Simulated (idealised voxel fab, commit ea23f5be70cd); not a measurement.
Process module under the name voxel wiring stack
Cross-section cut: width 290 nm, square cells of 5 nm.
Think of the cross-section as a grid of square cells. We describe it in bands, top to bottom, and each band covers one or more rows of those cells.
Band entry format. Leading values: height of top, height of bottom, nm. Remainder: materials in left-to-right order, each with its width in nm. Special words: "edge to edge" on a single material, which then fills the band edge to edge; "air", empty space.
Height is counted from the level 0, under which the received wafer is composed throughout of one material. The lowest of the bands is not closed at the bottom but continues downward, in the notation "z 0 and below".
Note: "30->40" means the width goes from the first number (top row of the band) to the second number (bottom row) in equal steps per row of cells.
A step reported as "no alterations made" is a step in which no cell of the cross-section changed.
In the "Sealed cavities" entry, you get each enclosed empty space of 8 cells or more, one with no open way to the top, written width x height at distance, distance from the left edge, in nm.
What comes after the settings on a step's line is commentary from the simulator itself on that step.
The "overlay nm" setting may appear on a step's line; for a step that uses a mask, it gives how far to the right of its planned position the mask lay, and a negative value indicates the left.

# The process steps that were planned are listed below
1,RECEIVE (material Si)
2,CONFORMAL_DEP (material SiO2; thk nm 10)
3,CONFORMAL_DEP (material SiN; thk nm 5)
4,DIRECTIONAL_DEP (material lowk; thk nm 15)
5,MASKED_ETCH (tone open; mask id METAL_1; width nm 20; pitch nm 50; etch materials lowk; depth nm 15; overlay nm 0)
6,MASKED_ETCH (tone open; mask id METAL_1; width nm 20; pitch nm 50; etch materials SiN; depth nm 5; overlay nm 0)
7,CONFORMAL_DEP (material TiN; thk nm 5)
8,FILL_DEP (material Cu; thk nm 5)
9,CMP (height nm 30)
10,CONFORMAL_DEP (material SiCN; thk nm 5)
11,DIRECTIONAL_DEP (material SiO2; thk nm 30)
12,PATTERN (tone open; mask id METAL_2_HOLES; material resist; width nm 15; pitch nm 50; thk nm 15; overlay nm 0)
13,DIRECTIONAL_ETCH (etch materials SiO2; depth nm 30)
14,STRIP (etch materials resist)
15,MASKED_ETCH (tone open; mask id METAL_2; width nm 20; pitch nm 50; etch materials SiO2; depth nm 15; overlay nm 0)
16,MASKED_ETCH (tone open; mask id METAL_2; width nm 20; pitch nm 50; etch materials SiCN; depth nm 5; overlay nm 0)
17,CONFORMAL_DEP (material TiN; thk nm 5)
18,FILL_DEP (material Cu; thk nm 5)
19,CMP (height nm 65)
20,CONFORMAL_DEP (material SiCN; thk nm 5)

# So, the first of our two wafers, run just as we planned it

# Incoming wafer in cross-section (state: after step 1)
- z 0 and below: Si edge to edge
- Sealed cavities: none

# After step 2, in cross-section
- z 10 to 0: SiO2 edge to edge
- Rest of section, below 0: as before.

# After step 3, in cross-section
- z 15 to 10: SiN edge to edge
- Rest of section, below 10: as before.

# After step 4, in cross-section
- z 30 to 15: lowk edge to edge
- Rest of section, below 15: as before.

# After step 5, in cross-section
- z 30 to 15: lowk=60, air=20, lowk=30, air=20, lowk=30, air=20, lowk=30, air=20, lowk=60
- Rest of section, below 15: as before.

# After step 6, in cross-section
- z 30 to 15: lowk=60, air=20, lowk=30, air=20, lowk=30, air=20, lowk=30, air=20, lowk=60
- z 15 to 10: SiN=60, air=20, SiN=30, air=20, SiN=30, air=20, SiN=30, air=20, SiN=60
- Rest of section, below 10: as before.

# After step 7, in cross-section
- z 35 to 30: TiN=65, air=10, TiN=40, air=10, TiN=40, air=10, TiN=40, air=10, TiN=65
- z 30 to 15: lowk=60, TiN=5, air=10, TiN=5, lowk=30, TiN=5, air=10, TiN=5, lowk=30, TiN=5, air=10, TiN=5, lowk=30, TiN=5, air=10, TiN=5, lowk=60
- z 15 to 10: SiN=60, TiN=20, SiN=30, TiN=20, SiN=30, TiN=20, SiN=30, TiN=20, SiN=60
- Rest of section, below 10: as before.

# After step 8, in cross-section
- z 40 to 35: Cu edge to edge
- z 35 to 30: TiN=65, Cu=10, TiN=40, Cu=10, TiN=40, Cu=10, TiN=40, Cu=10, TiN=65
- z 30 to 15: lowk=60, TiN=5, Cu=10, TiN=5, lowk=30, TiN=5, Cu=10, TiN=5, lowk=30, TiN=5, Cu=10, TiN=5, lowk=30, TiN=5, Cu=10, TiN=5, lowk=60
- Rest of section, below 15: as before.

# After step 9, in cross-section
- z 30 to 15: lowk=60, TiN=5, Cu=10, TiN=5, lowk=30, TiN=5, Cu=10, TiN=5, lowk=30, TiN=5, Cu=10, TiN=5, lowk=30, TiN=5, Cu=10, TiN=5, lowk=60
- Rest of section, below 15: as before.

# After step 10, in cross-section
- z 35 to 30: SiCN edge to edge
- Rest of section, below 30: as before.

# After step 11, in cross-section
- z 65 to 35: SiO2 edge to edge
- Rest of section, below 35: as before.

# After step 12, in cross-section
- z 80 to 65: resist=60, air=15, resist=35, air=15, resist=35, air=15, resist=35, air=15, resist=65
- Rest of section, below 65: as before.

# After step 13, in cross-section
- z 80 to 65: resist=60, air=15, resist=35, air=15, resist=35, air=15, resist=35, air=15, resist=65
- z 65 to 35: SiO2=60, air=15, SiO2=35, air=15, SiO2=35, air=15, SiO2=35, air=15, SiO2=65
- Rest of section, below 35: as before.

# After step 14, in cross-section
- z 65 to 35: SiO2=60, air=15, SiO2=35, air=15, SiO2=35, air=15, SiO2=35, air=15, SiO2=65
- Rest of section, below 35: as before.

# After step 15, in cross-section
- z 65 to 50: SiO2=60, air=20, SiO2=30, air=20, SiO2=30, air=20, SiO2=30, air=20, SiO2=60
- Rest of section, below 50: as before.

# After step 16, in cross-section
- z 65 to 50: SiO2=60, air=20, SiO2=30, air=20, SiO2=30, air=20, SiO2=30, air=20, SiO2=60
- z 50 to 35: SiO2=60, air=15, SiO2=35, air=15, SiO2=35, air=15, SiO2=35, air=15, SiO2=65
- z 35 to 30: SiCN=60, air=15, SiCN=35, air=15, SiCN=35, air=15, SiCN=35, air=15, SiCN=65
- Rest of section, below 30: as before.

# After step 17, in cross-section
- z 70 to 65: TiN=65, air=10, TiN=40, air=10, TiN=40, air=10, TiN=40, air=10, TiN=65
- z 65 to 55: SiO2=60, TiN=5, air=10, TiN=5, SiO2=30, TiN=5, air=10, TiN=5, SiO2=30, TiN=5, air=10, TiN=5, SiO2=30, TiN=5, air=10, TiN=5, SiO2=60
- z 55 to 50: SiO2=60, TiN=5, air=5, TiN=10, SiO2=30, TiN=5, air=5, TiN=10, SiO2=30, TiN=5, air=5, TiN=10, SiO2=30, TiN=5, air=5, TiN=10, SiO2=60
- z 50 to 35: SiO2=60, TiN=5, air=5, TiN=5, SiO2=35, TiN=5, air=5, TiN=5, SiO2=35, TiN=5, air=5, TiN=5, SiO2=35, TiN=5, air=5, TiN=5, SiO2=65
- z 35 to 30: SiCN=60, TiN=15, SiCN=35, TiN=15, SiCN=35, TiN=15, SiCN=35, TiN=15, SiCN=65
- Rest of section, below 30: as before.

# After step 18, in cross-section
- z 75 to 70: Cu edge to edge
- z 70 to 65: TiN=65, Cu=10, TiN=40, Cu=10, TiN=40, Cu=10, TiN=40, Cu=10, TiN=65
- z 65 to 55: SiO2=60, TiN=5, Cu=10, TiN=5, SiO2=30, TiN=5, Cu=10, TiN=5, SiO2=30, TiN=5, Cu=10, TiN=5, SiO2=30, TiN=5, Cu=10, TiN=5, SiO2=60
- z 55 to 50: SiO2=60, TiN=5, Cu=5, TiN=10, SiO2=30, TiN=5, Cu=5, TiN=10, SiO2=30, TiN=5, Cu=5, TiN=10, SiO2=30, TiN=5, Cu=5, TiN=10, SiO2=60
- z 50 to 35: SiO2=60, TiN=5, Cu=5, TiN=5, SiO2=35, TiN=5, Cu=5, TiN=5, SiO2=35, TiN=5, Cu=5, TiN=5, SiO2=35, TiN=5, Cu=5, TiN=5, SiO2=65
- Rest of section, below 35: as before.

# After step 19, in cross-section
- z 65 to 55: SiO2=60, TiN=5, Cu=10, TiN=5, SiO2=30, TiN=5, Cu=10, TiN=5, SiO2=30, TiN=5, Cu=10, TiN=5, SiO2=30, TiN=5, Cu=10, TiN=5, SiO2=60
- Rest of section, below 55: as before.

# After step 20, in cross-section
- z 70 to 65: SiCN edge to edge
- Rest of section, below 65: as before.

# It is to be noted that the second wafer proceeded from the same initial state and according to the same plan as the first, although one mistake was committed in its execution; through step 14, inclusive, the two wafers share an identical history

# Here is the second wafer in cross-section at the point where step 15 of the plan should have been done
- z 65 to 50: SiO2=55, air=30, SiO2=20, air=30, SiO2=20, air=30, SiO2=20, air=30, SiO2=55
- Rest of section, below 50: as before.

# Here is the second wafer in cross-section at the point where step 16 of the plan should have been done
- z 65 to 50: SiO2=55, air=30, SiO2=20, air=30, SiO2=20, air=30, SiO2=20, air=30, SiO2=55
- z 50 to 35: SiO2=60, air=15, SiO2=35, air=15, SiO2=35, air=15, SiO2=35, air=15, SiO2=65
- z 35 to 30: SiCN=60, air=15, SiCN=35, air=15, SiCN=35, air=15, SiCN=35, air=15, SiCN=65
- Rest of section, below 30: as before.

# Here is the second wafer in cross-section at the point where step 17 of the plan should have been done
- z 70 to 65: TiN=60, air=20, TiN=30, air=20, TiN=30, air=20, TiN=30, air=20, TiN=60
- z 65 to 55: SiO2=55, TiN=5, air=20, TiN=5, SiO2=20, TiN=5, air=20, TiN=5, SiO2=20, TiN=5, air=20, TiN=5, SiO2=20, TiN=5, air=20, TiN=5, SiO2=55
- z 55 to 50: SiO2=55, TiN=10, air=5, TiN=15, SiO2=20, TiN=10, air=5, TiN=15, SiO2=20, TiN=10, air=5, TiN=15, SiO2=20, TiN=10, air=5, TiN=15, SiO2=55
- z 50 to 35: SiO2=60, TiN=5, air=5, TiN=5, SiO2=35, TiN=5, air=5, TiN=5, SiO2=35, TiN=5, air=5, TiN=5, SiO2=35, TiN=5, air=5, TiN=5, SiO2=65
- z 35 to 30: SiCN=60, TiN=15, SiCN=35, TiN=15, SiCN=35, TiN=15, SiCN=35, TiN=15, SiCN=65
- Rest of section, below 30: as before.

# Here is the second wafer in cross-section at the point where step 18 of the plan should have been done
- z 75 to 70: Cu edge to edge
- z 70 to 65: TiN=60, Cu=20, TiN=30, Cu=20, TiN=30, Cu=20, TiN=30, Cu=20, TiN=60
- z 65 to 55: SiO2=55, TiN=5, Cu=20, TiN=5, SiO2=20, TiN=5, Cu=20, TiN=5, SiO2=20, TiN=5, Cu=20, TiN=5, SiO2=20, TiN=5, Cu=20, TiN=5, SiO2=55
- z 55 to 50: SiO2=55, TiN=10, Cu=5, TiN=15, SiO2=20, TiN=10, Cu=5, TiN=15, SiO2=20, TiN=10, Cu=5, TiN=15, SiO2=20, TiN=10, Cu=5, TiN=15, SiO2=55
- z 50 to 35: SiO2=60, TiN=5, Cu=5, TiN=5, SiO2=35, TiN=5, Cu=5, TiN=5, SiO2=35, TiN=5, Cu=5, TiN=5, SiO2=35, TiN=5, Cu=5, TiN=5, SiO2=65
- Rest of section, below 35: as before.

# Here is the second wafer in cross-section at the point where step 19 of the plan should have been done
- z 65 to 55: SiO2=55, TiN=5, Cu=20, TiN=5, SiO2=20, TiN=5, Cu=20, TiN=5, SiO2=20, TiN=5, Cu=20, TiN=5, SiO2=20, TiN=5, Cu=20, TiN=5, SiO2=55
- Rest of section, below 55: as before.

# Here is the second wafer in cross-section at the point where step 20 of the plan should have been done
- z 70 to 65: SiCN edge to edge
- Rest of section, below 65: as before.
Run error: off-plan run, step 15, actual operation and settings MASKED_ETCH (tone open; mask id METAL_2; width nm 30; pitch nm 50; etch materials SiO2; depth nm 15; overlay nm 0)
Final comparison by cell count, materials where the second wafer has more or fewer than the first: Cu +16, SiO2 -24, TiN +8
